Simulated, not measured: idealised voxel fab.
The document below concerns the process module designated voxel spacer lines.
Pictured: cross-section cut, 220 nm wide, on a grid of 5 nm square cells.
Notation: cross-section as square-cell grid; stated in bands, top first, going down; one or more cell rows per band. What a band's entry tells you: where the top is and where the bottom is, as heights in nm, and after that what lies inside, material by material from left to right, each with its width in nm. Empty space is written as the word "empty", and a single material marked with the word "throughout" occupies the band from edge to edge. For the purposes of this specification, 0 denotes the height below which the wafer in its as-received condition is composed wholly of one material, and the lowermost band, lacking a lower limit, extends downward without end, as expressed in "top 0, no bottom". Think of "30->40" as a width that walks from the first number to the second as you go down the band, top row to bottom row, taking equal-sized steps from row to row. The cross-section has no changed cell in any step marked "nothing altered". "closed voids": empty spaces of 8 cells or more with no open way to the top, each given as width x height at distance, distance from the left edge, all in nm. Anything after a step's settings on that line? It's the simulator's own note about the step. A step's line can hold "overlay nm"; with a mask on that step, the setting says how far right of the planned place the mask lay, while a negative setting says it lay to the left.

-- Process steps - plan
1,RECEIVE [material Si]
2,CONFORMAL_DEP [material Al2O3] [thk nm 10]
3,DIRECTIONAL_DEP [material SiN] [thk nm 10]
4,DIRECTIONAL_DEP [material aC] [thk nm 25]
5,PATTERN [tone cover] [mask id MANDREL] [material resist] [width nm 15] [pitch nm 60] [thk nm 30] [overlay nm 0]
6,DIRECTIONAL_ETCH [etch materials aC] [depth nm 25]
7,STRIP [etch materials resist]
8,CONFORMAL_DEP [material SiO2] [thk nm 15]
9,DIRECTIONAL_ETCH [etch materials SiO2] [depth nm 15]
10,STRIP [etch materials aC]
11,DIRECTIONAL_ETCH [etch materials SiN] [depth nm 10]
12,STRIP [etch materials SiO2]
13,FILL_DEP [material SiO2] [thk nm 5]
14,CMP [height nm 20]

-- The first wafer of two, processed as planned

-- Incoming wafer in cross-section (state: after step 1)
	top 0, no bottom: Si throughout
	closed voids: none

-- Cross-section of the wafer subsequent to step 2
	top 10, bottom 0: Al2O3 throughout
	Everything below 0 is unchanged.

-- Cross-section of the wafer subsequent to step 3
	top 20, bottom 10: SiN throughout
	Everything below 10 is unchanged.

-- Cross-section of the wafer subsequent to step 4
	top 45, bottom 20: aC throughout
	Everything below 20 is unchanged.

-- Cross-section of the wafer subsequent to step 5
	top 75, bottom 45: 40 empty  15 resist  45 empty  15 resist  45 empty  15 resist  45 empty
	Everything below 45 is unchanged.

-- Cross-section of the wafer subsequent to step 6
	top 50, bottom 45: 40 empty  15 resist  45 empty  15 resist  45 empty  15 resist  45 empty
	top 45, bottom 20: 40 empty  15 aC  45 empty  15 aC  45 empty  15 aC  45 empty
	Everything below 20 is unchanged.

-- Cross-section of the wafer subsequent to step 7
	top 45, bottom 20: 40 empty  15 aC  45 empty  15 aC  45 empty  15 aC  45 empty
	Everything below 20 is unchanged.

-- Cross-section of the wafer subsequent to step 8
	top 60, bottom 45: 25 empty  45 SiO2  15 empty  45 SiO2  15 empty  45 SiO2  30 empty
	top 45, bottom 35: 25 empty  15 SiO2  15 aC  15 SiO2  15 empty  15 SiO2  15 aC  15 SiO2  15 empty  15 SiO2  15 aC  15 SiO2  30 empty
	top 35, bottom 20: 40 SiO2  15 aC  45 SiO2  15 aC  45 SiO2  15 aC  45 SiO2
	Everything below 20 is unchanged.

-- Cross-section of the wafer subsequent to step 9
	top 45, bottom 20: 25 empty  15 SiO2  15 aC  15 SiO2  15 empty  15 SiO2  15 aC  15 SiO2  15 empty  15 SiO2  15 aC  15 SiO2  30 empty
	Everything below 20 is unchanged.

-- Cross-section of the wafer subsequent to step 10
	top 45, bottom 20: 25 empty  15 SiO2  15 empty  15 SiO2  15 empty  15 SiO2  15 empty  15 SiO2  15 empty  15 SiO2  15 empty  15 SiO2  30 empty
	Everything below 20 is unchanged.

-- Cross-section of the wafer subsequent to step 11
	top 45, bottom 20: 25 empty  15 SiO2  15 empty  15 SiO2  15 empty  15 SiO2  15 empty  15 SiO2  15 empty  15 SiO2  15 empty  15 SiO2  30 empty
	top 20, bottom 10: 25 empty  15 SiN  15 empty  15 SiN  15 empty  15 SiN  15 empty  15 SiN  15 empty  15 SiN  15 empty  15 SiN  30 empty
	Everything below 10 is unchanged.

-- Cross-section of the wafer subsequent to step 12
	top 20, bottom 10: 25 empty  15 SiN  15 empty  15 SiN  15 empty  15 SiN  15 empty  15 SiN  15 empty  15 SiN  15 empty  15 SiN  30 empty
	Everything below 10 is unchanged.

-- Cross-section of the wafer subsequent to step 13
	top 25, bottom 20: SiO2 throughout
	top 20, bottom 10: 25 SiO2  15 SiN  15 SiO2  15 SiN  15 SiO2  15 SiN  15 SiO2  15 SiN  15 SiO2  15 SiN  15 SiO2  15 SiN  30 SiO2
	Everything below 10 is unchanged.

-- Cross-section of the wafer subsequent to step 14
	top 20, bottom 10: 25 SiO2  15 SiN  15 SiO2  15 SiN  15 SiO2  15 SiN  15 SiO2  15 SiN  15 SiO2  15 SiN  15 SiO2  15 SiN  30 SiO2
	Everything below 10 is unchanged.

-- The remaining wafer, second of the two, started like the first and was run to the same plan, except that one mistake was made along the way; the two coincide through step 11, inclusive

Second wafer cross-section, taken as of the time the plan sets for step 12 to be done: nothing altered

-- Second wafer cross-section, taken as of the time the plan sets for step 13 to be done
	top 50, bottom 20: SiO2 throughout
	top 20, bottom 10: 25 SiO2  15 SiN  15 SiO2  15 SiN  15 SiO2  15 SiN  15 SiO2  15 SiN  15 SiO2  15 SiN  15 SiO2  15 SiN  30 SiO2
	Everything below 10 is unchanged.

-- Second wafer cross-section, taken as of the time the plan sets for step 14 to be done
	top 20, bottom 10: 25 SiO2  15 SiN  15 SiO2  15 SiN  15 SiO2  15 SiN  15 SiO2  15 SiN  15 SiO2  15 SiN  15 SiO2  15 SiN  30 SiO2
	Everything below 10 is unchanged.
The mistake made against the process plan was this: step 12 of the plan did not run at all; it was left out
The two wafers finish with the same cross-section, and therefore the mistake leaves the computed outcome of this model unchanged.
